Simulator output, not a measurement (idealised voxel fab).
The name of this process module is voxel self aligned vias.
Cross-sectional view cut (width: 280 nm; square cell size: 5 nm).
A cross-section is written here as square cells arranged in a grid, and it is given in bands from the top down, each band taking up one or more rows of cells.
What a band's entry tells you: where the top is and where the bottom is, as heights in nm, and after that what lies inside, material by material from left to right, each with its width in nm. Empty space is written as the word "air", and a single material marked with the word "everywhere" occupies the band from edge to edge.
Convention: height 0 is the level below which the wafer, as received, is all one material. The lowest band does not terminate at the bottom but continues downward, represented as "0 down".
Graded width ("30->40"): value in top row of band = first number; value in bottom row = second number; row-to-row change constant.
"no modification" (step): cross-section cells unchanged, all of them.
Closed-off voids of 8+ cells (no open route to the top) go in "Closed void inventory", written width x height at distance from the left edge, in nm.
If you see something after the settings on a step's line, that's the simulator's own remark about that step.
For masked steps, "overlay nm" on the step line gives how far right of plan the mask actually lay; a minus sign means it lay to the left.
## Below is the list of planned process steps
1) RECEIVE, material Si
2) CONFORMAL_DEP, material SiO2, thk nm 15
3) CONFORMAL_DEP, material SiCN, thk nm 5
4) DIRECTIONAL_DEP, material lowk, thk nm 30
5) MASKED_ETCH, tone open, mask id LINES, width nm 30, pitch nm 75, etch materials lowk, depth nm 30, overlay nm 0
6) CONFORMAL_DEP, material TiN, thk nm 5
7) FILL_DEP, material W, thk nm 10
8) CMP, height nm 50
9) SELECTIVE_ETCH, etch materials W Ru TiN, depth nm 10
10) FILL_DEP, material SiN, thk nm 10
11) CMP, height nm 50
12) DIRECTIONAL_DEP, material lowk, thk nm 20
13) MASKED_ETCH, tone open, mask id VIAS, width nm 50, etch materials lowk, depth nm 20, overlay nm 0
14) MASKED_ETCH, tone open, mask id VIAS, width nm 50, etch materials SiN, depth nm 10, overlay nm 0
15) CONFORMAL_DEP, material TiN, thk nm 5
16) FILL_DEP, material Ru, thk nm 5
17) CMP, height nm 70
18) CONFORMAL_DEP, material SiN, thk nm 5
## Here's what the wafer looked like in cross-section when it arrived - that's after step 1
* 0 down  Si everywhere
* Closed void inventory: none
## Post-module cross-section of the first of two wafers (run per plan)
* 75 to 70  SiN everywhere
* 70 to 55  75 nm lowk, then 5 nm TiN, then 40 nm Ru, then 5 nm TiN, then 155 nm lowk
* 55 to 50  75 nm lowk, then 15 nm TiN, then 20 nm Ru, then 15 nm TiN, then 155 nm lowk
* 50 to 45  85 nm lowk, then 5 nm TiN, then 20 nm Ru, then 5 nm TiN, then 45 nm lowk, then 30 nm SiN, then 90 nm lowk
* 45 to 40  85 nm lowk, then 30 nm TiN, then 45 nm lowk, then 30 nm SiN, then 90 nm lowk
* 40 to 25  85 nm lowk, then 5 nm TiN, then 20 nm W, then 5 nm TiN, then 45 nm lowk, then 5 nm TiN, then 20 nm W, then 5 nm TiN, then 90 nm lowk
* 25 to 20  85 nm lowk, then 30 nm TiN, then 45 nm lowk, then 30 nm TiN, then 90 nm lowk
* 20 to 15  SiCN everywhere
* 15 to 0  SiO2 everywhere
* 0 down  Si everywhere
* Closed void inventory: none
## Here is the second of the two wafers cut open at the end of the module - same start, same plan as the first one, but we made one mistake running it
* 75 to 70  SiN everywhere
* 70 to 50  75 nm lowk, then 5 nm TiN, then 40 nm Ru, then 5 nm TiN, then 155 nm lowk
* 50 to 45  75 nm lowk, then 5 nm TiN, then 40 nm Ru, then 5 nm TiN, then 35 nm lowk, then 30 nm SiN, then 90 nm lowk
* 45 to 40  75 nm lowk, then 50 nm TiN, then 35 nm lowk, then 30 nm SiN, then 90 nm lowk
* 40 to 30  75 nm lowk, then 15 nm TiN, then 20 nm W, then 15 nm TiN, then 35 nm lowk, then 5 nm TiN, then 20 nm W, then 5 nm TiN, then 90 nm lowk
* 30 to 25  85 nm lowk, then 5 nm TiN, then 20 nm W, then 5 nm TiN, then 45 nm lowk, then 5 nm TiN, then 20 nm W, then 5 nm TiN, then 90 nm lowk
* 25 to 20  85 nm lowk, then 30 nm TiN, then 45 nm lowk, then 30 nm TiN, then 90 nm lowk
* 20 to 15  SiCN everywhere
* 15 to 0  SiO2 everywhere
* 0 down  Si everywhere
* Closed void inventory: none
So what did we get wrong on this run? twice over, step 13 of the plan was run
FYI, end of process, the second wafer has more or fewer cells of some materials than the first: Ru +8, TiN +8, lowk -16
